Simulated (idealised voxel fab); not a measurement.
Proc. module: voxel transistor to metal
Xsec cut, 260 nm wide, square cell size 5 nm.
Just so we're on the same page, the cross-sections are grids of square cells, and they're listed out in bands top to bottom, each band one or more rows deep. The entry gives the band's vertical extent as a top height and a bottom height in nm, then its horizontal make-up as materials from left to right, each with a width in nm. "air" stands for empty space; a single material marked "everywhere" fills the band edge to edge. The level at which height equals 0 is the one under which the wafer, as it arrives, is entirely one material. No lower edge exists for the bottom band, which continues downward and is notated as in "0 -> down". The notation "30->40" denotes a width that varies across the rows of cells in the band, beginning at the first number in the top row, finishing at the second number in the bottom row, and changing by an identical amount from each row to the next. When a step is marked "no alteration", none of the cells in the cross-section changed during that step. The list in "Closed void register" covers empty spaces of 8 cells or more that cannot reach the top through any open way, and it gives each as width x height at distance; the distance is from the left edge, and width, height and distance are in nm. Step line, after settings: the simulator's comment on this step. overlay nm: step with mask; distance mask lay right of planned place; negative value = left of planned place.

The steps planned for the process are as follows
1. RECEIVE,material Si
2. CONFORMAL_DEP,material SiO2,thk nm 5
3. CONFORMAL_DEP,material SiN,thk nm 15
4. DIRECTIONAL_DEP,material aC,thk nm 15
5. PATTERN,tone cover,mask id ACTIVE,material resist,width nm 100,pitch nm 130,thk nm 30,overlay nm 0
6. DIRECTIONAL_ETCH,etch materials aC,depth nm 15
7. STRIP,etch materials resist
8. DIRECTIONAL_ETCH,etch materials SiN,depth nm 15
9. DIRECTIONAL_ETCH,etch materials SiO2,depth nm 5
10. DIRECTIONAL_ETCH,etch materials Si,depth nm 25
11. STRIP,etch materials aC
12. FILL_DEP,material SiO2,thk nm 15
13. CMP,height nm 20
14. SELECTIVE_ETCH,etch materials SiO2,depth nm 15
15. STRIP,etch materials SiN
16. SELECTIVE_ETCH,etch materials SiO2,depth nm 5
17. OXIDIZE,depth nm 5
18. DIRECTIONAL_DEP,material polySi,thk nm 20
19. DIRECTIONAL_DEP,material SiCN,thk nm 15
20. PATTERN,tone cover,mask id GATE,material resist,width nm 20,pitch nm 130,thk nm 20,overlay nm 0
21. DIRECTIONAL_ETCH,etch materials SiCN,depth nm 25
22. DIRECTIONAL_ETCH,etch materials polySi,depth nm 30
23. STRIP,etch materials resist
24. CONFORMAL_DEP,material SiO2,thk nm 5
25. DIRECTIONAL_ETCH,etch materials SiO2,depth nm 5
26. CONFORMAL_DEP,material SiN,thk nm 10
27. DIRECTIONAL_ETCH,etch materials SiN,depth nm 10
28. DIRECTIONAL_ETCH,etch materials SiO2,depth nm 5
29. DIRECTIONAL_ETCH,etch materials Si,depth nm 10
30. EPI,material SiGe,thk nm 15
31. FILL_DEP,material SiO2,thk nm 5
32. CMP,height nm 35
33. DIRECTIONAL_DEP,material SiO2,thk nm 10
34. DIRECTIONAL_DEP,material aC,thk nm 15
35. PATTERN,tone open,mask id CONTACT,material resist,width nm 15,pitch nm 65,thk nm 35,overlay nm 0
36. DIRECTIONAL_ETCH,etch materials aC,depth nm 15
37. STRIP,etch materials resist
38. DIRECTIONAL_ETCH,etch materials SiO2,depth nm 35
39. STRIP,etch materials aC
40. CONFORMAL_DEP,material TiN,thk nm 5
41. FILL_DEP,material W,thk nm 5
42. CMP,height nm 45
43. DIRECTIONAL_DEP,material TiN,thk nm 5
44. DIRECTIONAL_DEP,material W,thk nm 15
45. DIRECTIONAL_DEP,material aC,thk nm 10
46. PATTERN,tone cover,mask id METAL_1,material resist,width nm 15,pitch nm 65,thk nm 25,overlay nm 0
47. DIRECTIONAL_ETCH,etch materials aC,depth nm 10
48. STRIP,etch materials resist
49. DIRECTIONAL_ETCH,etch materials W,depth nm 15
50. DIRECTIONAL_ETCH,etch materials TiN,depth nm 5
51. STRIP,etch materials aC
52. CONFORMAL_DEP,material SiCN,thk nm 5
53. FILL_DEP,material lowk,thk nm 5
54. CMP,height nm 65
55. CONFORMAL_DEP,material SiCN,thk nm 5
56. DIRECTIONAL_DEP,material lowk,thk nm 35
57. DIRECTIONAL_DEP,material aC,thk nm 10
58. PATTERN,tone open,mask id METAL_2,material resist,width nm 15,pitch nm 130,thk nm 25,overlay nm 0
59. DIRECTIONAL_ETCH,etch materials aC,depth nm 10
60. STRIP,etch materials resist
61. DIRECTIONAL_ETCH,etch materials lowk,depth nm 20
62. STRIP,etch materials aC
63. MASKED_ETCH,tone open,mask id METAL_2_HOLES,width nm 15,pitch nm 130,etch materials lowk,depth nm 15,overlay nm 0
64. MASKED_ETCH,tone open,mask id METAL_2_HOLES,width nm 15,pitch nm 130,etch materials SiCN,depth nm 5,overlay nm 0
65. CONFORMAL_DEP,material TiN,thk nm 5
66. FILL_DEP,material Cu,thk nm 5
67. CMP,height nm 105
68. CONFORMAL_DEP,material SiN,thk nm 5

Cross-section of the wafer at receipt, which is the condition after step 1
- 0 -> down | Si everywhere
- Closed void register: none

Looking at the first of two wafers in cross-section at end of module - ran to plan
- 110 -> 105 | SiN everywhere
- 105 -> 70 | lowk 25 / TiN 5 / Cu 5 / TiN 5 / lowk 115 / TiN 5 / Cu 5 / TiN 5 / lowk 90
- 70 -> 65 | SiCN 25 / TiN 15 / SiCN 115 / TiN 15 / SiCN 90
- 65 -> 50 | lowk 20 / SiCN 5 / W 15 / SiCN 5 / lowk 40 / SiCN 5 / W 15 / SiCN 5 / lowk 40 / SiCN 5 / W 15 / SiCN 5 / lowk 40 / SiCN 5 / W 15 / SiCN 5 / lowk 20
- 50 -> 45 | SiCN 25 / TiN 15 / SiCN 50 / TiN 15 / SiCN 50 / TiN 15 / SiCN 50 / TiN 15 / SiCN 25
- 45 -> 35 | SiO2 25 / TiN 5 / W 5 / TiN 5 / SiO2 50 / TiN 5 / W 5 / TiN 5 / SiO2 50 / TiN 5 / W 5 / TiN 5 / SiO2 50 / TiN 5 / W 5 / TiN 5 / SiO2 25
- 35 -> 20 | SiO2 25 / TiN 5 / W 5 / TiN 5 / SiN 10 / SiO2 5 / SiCN 20 / SiO2 5 / SiN 10 / TiN 5 / W 5 / TiN 5 / SiO2 50 / TiN 5 / W 5 / TiN 5 / SiN 10 / SiO2 5 / SiCN 20 / SiO2 5 / SiN 10 / TiN 5 / W 5 / TiN 5 / SiO2 25
- 20 -> 15 | SiO2 25 / TiN 5 / W 5 / TiN 5 / SiN 10 / SiO2 5 / polySi 20 / SiO2 5 / SiN 10 / TiN 5 / W 5 / TiN 5 / SiO2 50 / TiN 5 / W 5 / TiN 5 / SiN 10 / SiO2 5 / polySi 20 / SiO2 5 / SiN 10 / TiN 5 / W 5 / TiN 5 / SiO2 25
- 15 -> 10 | SiO2 25 / TiN 15 / SiN 10 / SiO2 5 / polySi 20 / SiO2 5 / SiN 10 / TiN 15 / SiO2 50 / TiN 15 / SiN 10 / SiO2 5 / polySi 20 / SiO2 5 / SiN 10 / TiN 15 / SiO2 25
- 10 -> 0 | SiO2 25 / SiGe 15 / SiN 10 / SiO2 5 / polySi 20 / SiO2 5 / SiN 10 / SiGe 15 / SiO2 50 / SiGe 15 / SiN 10 / SiO2 5 / polySi 20 / SiO2 5 / SiN 10 / SiGe 15 / SiO2 25
- 0 -> -5 | SiO2 10 / SiGe 30 / SiO2 50 / SiGe 30 / SiO2 20 / SiGe 30 / SiO2 50 / SiGe 30 / SiO2 10
- -5 -> -15 | SiO2 15 / SiGe 25 / Si 50 / SiGe 25 / SiO2 30 / SiGe 25 / Si 50 / SiGe 25 / SiO2 15
- -15 -> -25 | SiO2 15 / Si 100 / SiO2 30 / Si 100 / SiO2 15
- -25 -> down | Si everywhere
- Closed void register: none

Cross-sectional image of the second wafer of the two following completion of the module. Starting state and process plan were the same as for the first wafer; one execution error occurred
- 110 -> 105 | SiN everywhere
- 105 -> 70 | lowk 25 / TiN 5 / Cu 5 / TiN 5 / lowk 115 / TiN 5 / Cu 5 / TiN 5 / lowk 90
- 70 -> 65 | SiCN 25 / TiN 15 / SiCN 115 / TiN 15 / SiCN 90
- 65 -> 50 | lowk 20 / SiCN 5 / W 15 / SiCN 5 / lowk 40 / SiCN 5 / W 15 / SiCN 5 / lowk 40 / SiCN 5 / W 15 / SiCN 5 / lowk 40 / SiCN 5 / W 15 / SiCN 5 / lowk 20
- 50 -> 45 | SiCN 25 / TiN 15 / SiCN 50 / TiN 15 / SiCN 50 / TiN 15 / SiCN 50 / TiN 15 / SiCN 25
- 45 -> 35 | SiO2 25 / TiN 5 / W 5 / TiN 5 / SiO2 50 / TiN 5 / W 5 / TiN 5 / SiO2 50 / TiN 5 / W 5 / TiN 5 / SiO2 50 / TiN 5 / W 5 / TiN 5 / SiO2 25
- 35 -> 30 | SiO2 25 / TiN 5 / W 5 / TiN 5 / SiN 10 / SiO2 5 / SiCN 20 / SiO2 5 / SiN 10 / TiN 5 / W 5 / TiN 5 / SiO2 50 / TiN 5 / W 5 / TiN 5 / SiN 10 / SiO2 5 / SiCN 20 / SiO2 5 / SiN 10 / TiN 5 / W 5 / TiN 5 / SiO2 25
- 30 -> 25 | SiO2 25 / TiN 15 / SiN 10 / SiO2 5 / SiCN 20 / SiO2 5 / SiN 10 / TiN 15 / SiO2 50 / TiN 15 / SiN 10 / SiO2 5 / SiCN 20 / SiO2 5 / SiN 10 / TiN 15 / SiO2 25
- 25 -> 20 | SiCN everywhere
- 20 -> 0 | polySi everywhere
- 0 -> -5 | SiO2 everywhere
- -5 -> -25 | SiO2 15 / Si 100 / SiO2 30 / Si 100 / SiO2 15
- -25 -> down | Si everywhere
- Closed void register: none
Deviation noted in wafer processing: regarding the plan, step 19 was run twice
End check, counted in cells, second wafer has more or fewer of these materials than the first: +40 Si | +44 SiCN | -88 SiGe | -40 SiN | -96 SiO2 | -24 TiN | -12 W | +176 polySi
